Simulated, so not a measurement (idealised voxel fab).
Module name: voxel air gaps (process module)
Square cells of 5 nm make up the cross-section cut, whose width is 175 nm.
A cross-section is written here as square cells arranged in a grid, and it is given in bands from the top down, each band taking up one or more rows of cells.
First you get the band's top height and its bottom height, in nm, and then the materials it's made of, left to right, with each width in nm. If you see a single material with "full width", that one covers the band edge to edge. "empty" is empty space.
Beneath 0, the wafer as received is one material, and that level is where height counting begins. The lowest band goes on downward without a bottom; it is written like "z 0 and below".
It should be noted that a width expressed as "30 to 40" varies in equal increments from row to row of cells within the band, taking the value of the first number at the top row and that of the second number at the bottom row.
Given "remains unaltered" for a step, no cell of the cross-section differs between before and after that step.
For the entry "Trapped cavities", the listed items are empty spaces with no open way to the top whose size is 8 cells or more; each item follows the pattern width x height at distance, where distance is from the left edge and all three are in nm.
after a step's settings: what the simulator itself notes on the step
For masked steps, "overlay nm" on the step line gives how far right of plan the mask actually lay; a minus sign means it lay to the left.

Intended process steps:
- 1: RECEIVE, material Si
- 2: CONFORMAL_DEP, material SiO2, thk nm 15
- 3: CONFORMAL_DEP, material SiCN, thk nm 5
- 4: DIRECTIONAL_DEP, material SiO2, thk nm 30
- 5: MASKED_ETCH, tone open, mask id LINES, width nm 20, pitch nm 45, etch materials SiO2, depth nm 30, overlay nm 0
- 6: CONFORMAL_DEP, material TiN, thk nm 5
- 7: FILL_DEP, material Cu, thk nm 10
- 8: CMP, height nm 50
- 9: EPI, material Ru, thk nm 10
- 10: SELECTIVE_ETCH, etch materials SiO2, depth nm 40
- 11: CONFORMAL_DEP, material SiCN, thk nm 5

First wafer of two (run as planned):

Cross-section of the wafer at receipt, which is the condition after step 1:
  z 0 and below | Si full width
  Trapped cavities: none

So this is the wafer cross-section right after step 2:
  z 15 to 0 | SiO2 full width
  Below 0 it's all the same as before, nothing changed down there.

So this is the wafer cross-section right after step 3:
  z 20 to 15 | SiCN full width
  Below 15 it's all the same as before, nothing changed down there.

So this is the wafer cross-section right after step 4:
  z 50 to 20 | SiO2 full width
  Below 20 it's all the same as before, nothing changed down there.

So this is the wafer cross-section right after step 5:
  z 50 to 20 | 30 of SiO2  20 of empty  25 of SiO2  20 of empty  25 of SiO2  20 of empty  35 of SiO2
  Below 20 it's all the same as before, nothing changed down there.

So this is the wafer cross-section right after step 6:
  z 55 to 50 | 35 of TiN  10 of empty  35 of TiN  10 of empty  35 of TiN  10 of empty  40 of TiN
  z 50 to 25 | 30 of SiO2  5 of TiN  10 of empty  5 of TiN  25 of SiO2  5 of TiN  10 of empty  5 of TiN  25 of SiO2  5 of TiN  10 of empty  5 of TiN  35 of SiO2
  z 25 to 20 | 30 of SiO2  20 of TiN  25 of SiO2  20 of TiN  25 of SiO2  20 of TiN  35 of SiO2
  Below 20 it's all the same as before, nothing changed down there.

So this is the wafer cross-section right after step 7:
  z 65 to 55 | Cu full width
  z 55 to 50 | 35 of TiN  10 of Cu  35 of TiN  10 of Cu  35 of TiN  10 of Cu  40 of TiN
  z 50 to 25 | 30 of SiO2  5 of TiN  10 of Cu  5 of TiN  25 of SiO2  5 of TiN  10 of Cu  5 of TiN  25 of SiO2  5 of TiN  10 of Cu  5 of TiN  35 of SiO2
  Below 25 it's all the same as before, nothing changed down there.

So this is the wafer cross-section right after step 8:
  z 50 to 25 | 30 of SiO2  5 of TiN  10 of Cu  5 of TiN  25 of SiO2  5 of TiN  10 of Cu  5 of TiN  25 of SiO2  5 of TiN  10 of Cu  5 of TiN  35 of SiO2
  Below 25 it's all the same as before, nothing changed down there.

So this is the wafer cross-section right after step 9:
  z 60 to 50 | 20 of empty  40 of Ru  5 of empty  40 of Ru  5 of empty  40 of Ru  25 of empty
  Below 50 it's all the same as before, nothing changed down there.

So this is the wafer cross-section right after step 10:
  z 60 to 50 | 20 of empty  40 of Ru  5 of empty  40 of Ru  5 of empty  40 of Ru  25 of empty
  z 50 to 25 | 30 of empty  5 of TiN  10 of Cu  5 of TiN  25 of empty  5 of TiN  10 of Cu  5 of TiN  25 of empty  5 of TiN  10 of Cu  5 of TiN  35 of empty
  z 25 to 20 | 30 of empty  20 of TiN  25 of empty  20 of TiN  25 of empty  20 of TiN  35 of empty
  Below 20 it's all the same as before, nothing changed down there.

So this is the wafer cross-section right after step 11:
  z 65 to 60 | 15 of empty  140 of SiCN  20 of empty
  z 60 to 50 | 15 of empty  5 of SiCN  40 of Ru  5 of SiCN  40 of Ru  5 of SiCN  40 of Ru  5 of SiCN  20 of empty
  z 50 to 45 | 15 of empty  15 of SiCN  5 of TiN  10 of Cu  5 of TiN  25 of SiCN  5 of TiN  10 of Cu  5 of TiN  25 of SiCN  5 of TiN  10 of Cu  5 of TiN  15 of SiCN  20 of empty
  z 45 to 25 | 25 of empty  5 of SiCN  5 of TiN  10 of Cu  5 of TiN  5 of SiCN  15 of empty  5 of SiCN  5 of TiN  10 of Cu  5 of TiN  5 of SiCN  15 of empty  5 of SiCN  5 of TiN  10 of Cu  5 of TiN  5 of SiCN  30 of empty
  z 25 to 20 | 30 of SiCN  20 of TiN  25 of SiCN  20 of TiN  25 of SiCN  20 of TiN  35 of SiCN
  Below 20 it's all the same as before, nothing changed down there.
  Trapped cavities: 15 x 20 at 55; 15 x 20 at 100

Wafer two of the pair: same origin, same plan, one error during the run; identical to wafer one up to and including step 2:

Second wafer profile in section, at the moment step 3 of the plan was meant to be complete:
  z 45 to 0 | SiO2 full width
  Below 0 it's all the same as before, nothing changed down there.

Second wafer profile in section, at the moment step 4 of the plan was meant to be complete:
  z 50 to 45 | SiCN full width
  Below 45 it's all the same as before, nothing changed down there.

Second wafer profile in section, at the moment step 5 of the plan was meant to be complete: remains unaltered

Second wafer profile in section, at the moment step 6 of the plan was meant to be complete:
  z 55 to 50 | TiN full width
  Below 50 it's all the same as before, nothing changed down there.

Second wafer profile in section, at the moment step 7 of the plan was meant to be complete:
  z 65 to 55 | Cu full width
  Below 55 it's all the same as before, nothing changed down there.

Second wafer profile in section, at the moment step 8 of the plan was meant to be complete:
  z 50 to 45 | SiCN full width
  Below 45 it's all the same as before, nothing changed down there.

Second wafer profile in section, at the moment step 9 of the plan was meant to be complete: remains unaltered

Second wafer profile in section, at the moment step 10 of the plan was meant to be complete: remains unaltered

Second wafer profile in section, at the moment step 11 of the plan was meant to be complete:
  z 55 to 45 | SiCN full width
  Below 45 it's all the same as before, nothing changed down there.
what went wrong: it was found that steps 3 and 4 of the process plan had been performed in exchanged positions
It is noted that, at the conclusion of processing, the second wafer exhibits a higher or lower cell count for certain materials relative to the first: Cu -30, Ru -48, SiCN -64, SiO2 +210, TiN -42
Long story short, the first wafer ends with 2 closed voids and the second one with 0.
